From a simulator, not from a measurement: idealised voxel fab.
Documented hereafter: the process module known as voxel self aligned contacts.
Displayed cross-section: cut, width of 255 nm, square cells sized 5 nm.
When this document writes out a cross-section, it uses a grid of square cells and lists it as bands, beginning at the top and moving down, with a band standing for one or more rows of cells.
Basically the band line says how high the top is and how high the bottom is, in nm, and then what's in it from left to right, every material with its width in nm. Empty space shows up as "blank", and if a single material carries "full width" it runs the full band edge to edge.
Heights are expressed relative to 0, this being the level below which the as-received wafer comprises one material exclusively. The lowest band is unbounded in the downward direction and is denoted as in "0..down".
The expression "30->40" gives the width at the extremes of the band, the first number at its top row of cells and the second at its bottom row, with the width changing by equal amounts from each row to the next in between.
Take "nothing was modified" at face value: in the step it is given for, the cross-section changed in none of its cells.
Empty spaces counting at least 8 cells and having no open way to the top are listed in "Fully sealed voids". The notation width x height at distance is used for each, the distance being from the left edge and all three values in nm.
Where a step's line continues beyond its settings, the continuation is a remark by the simulator itself on that step.
On any step carrying a mask, the "overlay nm" setting, if present on the step's line, tells how far right of its planned place the mask lay; negative values point to the left.
These are the steps we planned for the process
1 RECEIVE,material Si
2 OXIDIZE,depth nm 5
3 DIRECTIONAL_DEP,material polySi,thk nm 20
4 DIRECTIONAL_DEP,material SiN,thk nm 20
5 DIRECTIONAL_DEP,material aC,thk nm 10
6 PATTERN,tone cover,mask id GATE,material resist,width nm 25,pitch nm 60,thk nm 30,overlay nm 0
7 DIRECTIONAL_ETCH,etch materials aC,depth nm 10
8 STRIP,etch materials resist
9 DIRECTIONAL_ETCH,etch materials SiN,depth nm 20
10 DIRECTIONAL_ETCH,etch materials polySi,depth nm 20
11 STRIP,etch materials aC
12 CONFORMAL_DEP,material SiN,thk nm 5
13 DIRECTIONAL_ETCH,etch materials SiN,depth nm 5
14 FILL_DEP,material SiO2,thk nm 15
15 CMP,height nm 45
16 DIRECTIONAL_DEP,material aC,thk nm 10
17 PATTERN,tone open,mask id CONTACT,material resist,width nm 35,pitch nm 60,thk nm 25,overlay nm 0
18 DIRECTIONAL_ETCH,etch materials aC,depth nm 10
19 STRIP,etch materials resist
20 DIRECTIONAL_ETCH,etch materials SiO2,depth nm 50
21 STRIP,etch materials aC
22 CONFORMAL_DEP,material TiN,thk nm 5
23 FILL_DEP,material W,thk nm 10
24 CMP,height nm 45
25 CONFORMAL_DEP,material SiCN,thk nm 5
Every wafer here starts from the same state; it is the step 6 width nm that distinguishes them, and the value the plan gives belongs to the first wafer.
First of several wafers (as received, post step 1), cross-sectional view
    0..down  Si full width
    Fully sealed voids: none
The figure below presents a cross-section of the first of several wafers at the conclusion of the module, following its last step, step 25
    50..45  SiCN full width
    45..40  80 of SiO2  10 of TiN  15 of W  10 of TiN  25 of SiO2  10 of TiN  15 of W  10 of TiN  80 of SiO2
    40..20  50 of SiO2  35 of SiN  5 of TiN  15 of W  5 of TiN  35 of SiN  5 of TiN  15 of W  5 of TiN  35 of SiN  50 of SiO2
    20..0  50 of SiO2  5 of SiN  25 of polySi  5 of SiN  5 of TiN  15 of W  5 of TiN  5 of SiN  25 of polySi  5 of SiN  5 of TiN  15 of W  5 of TiN  5 of SiN  25 of polySi  5 of SiN  50 of SiO2
    0..-5  85 of SiO2  25 of TiN  35 of SiO2  25 of TiN  85 of SiO2
    -5..down  Si full width
    Fully sealed voids: none
Here we cross-sectioned the last of the wafers once the module was done
    50..45  SiCN full width
    45..40  80 of SiO2  35 of TiN  25 of SiO2  35 of TiN  80 of SiO2
    40..20  40 of SiO2  55 of SiN  5 of TiN  55 of SiN  5 of TiN  55 of SiN  40 of SiO2
    20..0  40 of SiO2  5 of SiN  45 of polySi  5 of SiN  5 of TiN  5 of SiN  45 of polySi  5 of SiN  5 of TiN  5 of SiN  45 of polySi  5 of SiN  40 of SiO2
    0..-5  95 of SiO2  5 of TiN  55 of SiO2  5 of TiN  95 of SiO2
    -5..down  Si full width
    Fully sealed voids: none
Below, a row for every wafer. Read it as the end-of-module picture: for each material the wafer shows its cells gained (+) or lost (-) since it was received, and then its closed voids
width nm 25, -51 Si, +51 SiCN, +108 SiN, +238 SiO2, +50 TiN, +54 W, +60 polySi, Fully sealed voids: none
width nm 30, -51 Si, +51 SiCN, +120 SiN, +232 SiO2, +50 TiN, +36 W, +72 polySi, Fully sealed voids: none
width nm 35, -51 Si, +51 SiCN, +132 SiN, +226 SiO2, +50 TiN, +18 W, +84 polySi, Fully sealed voids: none
width nm 40, -51 Si, +51 SiCN, +144 SiN, +220 SiO2, +50 TiN, +96 polySi, Fully sealed voids: none
width nm 45, -51 Si, +51 SiCN, +156 SiN, +214 SiO2, +32 TiN, +108 polySi, Fully sealed voids: none
